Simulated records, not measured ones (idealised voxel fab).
This section sets out a process module, namely voxel self aligned vias.
Shown is cross-section cut, with a width of 265 nm and square cells of size 5 nm.
For the purposes of this document, a cross-section shall be understood as a grid of square cells, specified as bands listed in top-to-bottom order, each band consisting of one or more rows of cells.
Band entry format. Leading values: height of top, height of bottom, nm. Remainder: materials in left-to-right order, each with its width in nm. Special words: "everywhere" on a single material, which then fills the band edge to edge; "blank", empty space.
It should be noted that heights are counted from 0, beneath which the wafer as supplied is of one material throughout, and that the lowest band possesses no lower boundary but continues downward, as written in "0..down".
A two-number width, for instance "30 to 40", indicates that the width is equal to the first number in the top row of the band and to the second number in the bottom row, and that it changes by a constant amount per row of cells.
Any step labelled "nothing altered" changed none of the cells in the cross-section.
Each empty space that has no open way to the top and spans at least 8 cells appears under "Trapped voids" as width x height at distance, the distance counted from the left edge, all in nm.
If you see something after the settings on a step's line, that's the simulator's own remark about that step.
The optional step-line setting "overlay nm" applies to steps with a mask and quantifies how far to the right of its planned location the mask lay, a negative value indicating leftward placement.

The steps planned for the process are as follows
1 RECEIVE,material Si
2 CONFORMAL_DEP,material SiO2,thk nm 15
3 CONFORMAL_DEP,material SiCN,thk nm 5
4 DIRECTIONAL_DEP,material SiO2,thk nm 25
5 PATTERN,tone open,mask id LINES,material resist,width nm 30,pitch nm 70,thk nm 20,overlay nm 0
6 DIRECTIONAL_ETCH,etch materials SiO2,depth nm 25
7 STRIP,etch materials resist
8 CONFORMAL_DEP,material TiN,thk nm 5
9 FILL_DEP,material Ru,thk nm 5
10 CMP,height nm 45
11 SELECTIVE_ETCH,etch materials W Ru TiN,depth nm 10
12 FILL_DEP,material SiN,thk nm 10
13 CMP,height nm 45
14 DIRECTIONAL_DEP,material SiO2,thk nm 15
15 DIRECTIONAL_DEP,material aC,thk nm 15
16 PATTERN,tone open,mask id VIAS,material resist,width nm 40,pitch nm 70,thk nm 35,overlay nm 0
17 DIRECTIONAL_ETCH,etch materials aC,depth nm 15
18 STRIP,etch materials resist
19 DIRECTIONAL_ETCH,etch materials SiO2,depth nm 15
20 DIRECTIONAL_ETCH,etch materials SiN,depth nm 10
21 STRIP,etch materials aC
22 CONFORMAL_DEP,material TiN,thk nm 5
23 FILL_DEP,material W,thk nm 10
24 CMP,height nm 60
25 CONFORMAL_DEP,material SiCN,thk nm 5

Incoming wafer in cross-section (state: after step 1)
0..down: Si everywhere
Trapped voids: none

End-of-module cross-section. Starting structure and process plan as above; one mistake made in running it
65..60: SiCN everywhere
60..50: SiO2 40; TiN 5; W 30; TiN 5; SiO2 30; TiN 5; W 30; TiN 5; SiO2 30; TiN 5; W 30; TiN 5; SiO2 45
50..45: SiO2 40; TiN 40; SiO2 30; TiN 40; SiO2 30; TiN 40; SiO2 45
45..35: SiN 40; TiN 5; SiO2 30; TiN 5; SiN 30; TiN 5; SiO2 30; TiN 5; SiN 30; TiN 5; SiO2 30; TiN 5; SiN 45
35..25: Ru 40; TiN 5; SiO2 30; TiN 5; Ru 30; TiN 5; SiO2 30; TiN 5; Ru 30; TiN 5; SiO2 30; TiN 5; Ru 45
25..20: TiN 45; SiO2 30; TiN 40; SiO2 30; TiN 40; SiO2 30; TiN 50
20..15: SiCN everywhere
15..0: SiO2 everywhere
0..down: Si everywhere
Trapped voids: none
What was done differently from what was planned? step 5: run off-plan, actual operation and settings PATTERN,tone cover,mask id LINES,material resist,width nm 30,pitch nm 70,thk nm 20,overlay nm 0
